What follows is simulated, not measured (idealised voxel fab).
process module | voxel self aligned contacts
cross-section cut | 285 nm wide | cells 5 nm
A cross-section is a grid of square cells, given in bands from the top down. A band is one or more rows of cells.
Each band's line starts with the height of the band's top and of its bottom, in nm. Then come its materials from left to right, each with its width in nm. One material with "throughout" fills the band from edge to edge. "air" is empty space.
Height 0 is the level under which the wafer as received is all one material. The lowest band goes on downwards, as in "0 down".
A width such as "30 to 40" changes by the same amount from each row of cells to the next, from the band's top row to its bottom row.
"no change" after a step means that no cell of the cross-section changed.
closed voids: empty space of 8 cells or more with no open way to the top, each as width x height at its distance from the left edge, in nm
after a step's settings: what the simulator itself notes on the step
overlay nm, on a step with a mask: how far to the right of its planned place the mask lay; to the left if negative
plan
1 op RECEIVE | material Si
2 op OXIDIZE | depth nm 5
3 op DIRECTIONAL_DEP | material polySi | thk nm 20
4 op DIRECTIONAL_DEP | material SiN | thk nm 20
5 op MASKED_ETCH | tone cover | mask id GATE | width nm 35 | pitch nm 80 | etch materials SiN | depth nm 20 | overlay nm 0
6 op MASKED_ETCH | tone cover | mask id GATE | width nm 35 | pitch nm 80 | etch materials polySi | depth nm 20 | overlay nm 0
7 op CONFORMAL_DEP | material SiN | thk nm 10
8 op DIRECTIONAL_ETCH | etch materials SiN | depth nm 10
9 op FILL_DEP | material SiO2 | thk nm 15
10 op CMP | height nm 45
11 op PATTERN | tone open | mask id CONTACT | material resist | width nm 65 | thk nm 20 | overlay nm 0
12 op DIRECTIONAL_ETCH | etch materials SiO2 | depth nm 50
13 op STRIP | etch materials resist
14 op CONFORMAL_DEP | material TiN | thk nm 5
15 op FILL_DEP | material Ru | thk nm 10
16 op CMP | height nm 45
17 op CONFORMAL_DEP | material SiCN | thk nm 5
as received, after step 1
  0 down: Si throughout
  closed voids: none
a wafer at the end: this start, this plan, one mistake
  50 to 45: SiCN throughout
  45 to 40: SiO2 110 | TiN 25 | Ru 15 | TiN 25 | SiO2 110
  40 to 20: SiO2 75 | SiN 55 | TiN 5 | Ru 15 | TiN 5 | SiN 55 | SiO2 75
  20 to 0: SiO2 75 | SiN 10 | polySi 35 | SiN 10 | TiN 5 | Ru 15 | TiN 5 | SiN 10 | polySi 35 | SiN 10 | SiO2 75
  0 to -5: SiO2 130 | TiN 25 | SiO2 130
  -5 to -10: SiO2 throughout
  -10 down: Si throughout
  closed voids: none
what went wrong: step 2 ran as: op OXIDIZE | depth nm 10
